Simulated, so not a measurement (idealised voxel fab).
process module | voxel released beams
cross-section cut | 205 nm wide | cells 5 nm
A cross-section is a grid of square cells, given in bands from the top down. A band is one or more rows of cells.
Each band's line starts with the height of the band's top and of its bottom, in nm. Then come its materials from left to right, each with its width in nm. One material with "throughout" fills the band from edge to edge. "air" is empty space.
Height 0 is the level under which the wafer as received is all one material. The lowest band goes on downwards, as in "0 down".
A width such as "30 to 40" changes by the same amount from each row of cells to the next, from the band's top row to its bottom row.
"no change" after a step means that no cell of the cross-section changed.
closed voids: empty space of 8 cells or more with no open way to the top, each as width x height at its distance from the left edge, in nm
after a step's settings: what the simulator itself notes on the step
overlay nm, on a step with a mask: how far to the right of its planned place the mask lay; to the left if negative
plan
1 op RECEIVE | material Si
2 op CONFORMAL_DEP | material Al2O3 | thk nm 10
3 op DIRECTIONAL_DEP | material SiO2 | thk nm 20
4 op PATTERN | tone open | mask id ANCHOR | material resist | width nm 35 | thk nm 20 | overlay nm 0
5 op DIRECTIONAL_ETCH | etch materials SiO2 | depth nm 20
6 op STRIP | etch materials resist
7 op CONFORMAL_DEP | material SiN | thk nm 10
8 op PATTERN | tone cover | mask id BEAM | material resist | width nm 110 | thk nm 15 | overlay nm 0
9 op DIRECTIONAL_ETCH | etch materials SiN | depth nm 10
10 op STRIP | etch materials resist
11 op STRIP | etch materials SiO2
first wafer, as planned
as received, after step 1
  0 down: Si throughout
  closed voids: none
after step 2
  10 to 0: Al2O3 throughout
  below 0: unchanged
after step 3
  30 to 10: SiO2 throughout
  below 10: unchanged
after step 4
  50 to 30: resist 50 | air 35 | resist 120
  below 30: unchanged
after step 5
  50 to 30: resist 50 | air 35 | resist 120
  30 to 10: SiO2 50 | air 35 | SiO2 120
  below 10: unchanged
after step 6
  30 to 10: SiO2 50 | air 35 | SiO2 120
  below 10: unchanged
after step 7
  40 to 30: SiN 60 | air 15 | SiN 130
  30 to 20: SiO2 50 | SiN 10 | air 15 | SiN 10 | SiO2 120
  20 to 10: SiO2 50 | SiN 35 | SiO2 120
  below 10: unchanged
after step 8
  55 to 40: air 45 | resist 110 | air 50
  40 to 30: SiN 60 | resist 15 | SiN 130
  30 to 20: SiO2 50 | SiN 10 | resist 15 | SiN 10 | SiO2 120
  below 20: unchanged
after step 9
  55 to 40: air 45 | resist 110 | air 50
  40 to 30: air 45 | SiN 15 | resist 15 | SiN 80 | air 50
  below 30: unchanged
after step 10
  40 to 30: air 45 | SiN 15 | air 15 | SiN 80 | air 50
  30 to 20: SiO2 50 | SiN 10 | air 15 | SiN 10 | SiO2 120
  below 20: unchanged
after step 11
  40 to 30: air 45 | SiN 15 | air 15 | SiN 80 | air 50
  30 to 20: air 50 | SiN 10 | air 15 | SiN 10 | air 120
  20 to 10: air 50 | SiN 35 | air 120
  below 10: unchanged
second wafer: like start, like plan, one mistake. Through step 1 it matches the first wafer
when step 2 should have ended
  5 to 0: Al2O3 throughout
  below 0: unchanged
when step 3 should have ended
  25 to 5: SiO2 throughout
  below 5: unchanged
when step 4 should have ended
  45 to 25: resist 50 | air 35 | resist 120
  below 25: unchanged
when step 5 should have ended
  45 to 25: resist 50 | air 35 | resist 120
  25 to 5: SiO2 50 | air 35 | SiO2 120
  below 5: unchanged
when step 6 should have ended
  25 to 5: SiO2 50 | air 35 | SiO2 120
  below 5: unchanged
when step 7 should have ended
  35 to 25: SiN 60 | air 15 | SiN 130
  25 to 15: SiO2 50 | SiN 10 | air 15 | SiN 10 | SiO2 120
  15 to 5: SiO2 50 | SiN 35 | SiO2 120
  below 5: unchanged
when step 8 should have ended
  50 to 35: air 45 | resist 110 | air 50
  35 to 25: SiN 60 | resist 15 | SiN 130
  25 to 15: SiO2 50 | SiN 10 | resist 15 | SiN 10 | SiO2 120
  below 15: unchanged
when step 9 should have ended
  50 to 35: air 45 | resist 110 | air 50
  35 to 25: air 45 | SiN 15 | resist 15 | SiN 80 | air 50
  below 25: unchanged
when step 10 should have ended
  35 to 25: air 45 | SiN 15 | air 15 | SiN 80 | air 50
  25 to 15: SiO2 50 | SiN 10 | air 15 | SiN 10 | SiO2 120
  below 15: unchanged
when step 11 should have ended
  35 to 25: air 45 | SiN 15 | air 15 | SiN 80 | air 50
  25 to 15: air 50 | SiN 10 | air 15 | SiN 10 | air 120
  15 to 5: air 50 | SiN 35 | air 120
  below 5: unchanged
what went wrong: step 2 ran as: op CONFORMAL_DEP | material Al2O3 | thk nm 5
at the end the second wafer has, in cells: 41 fewer of Al2O3
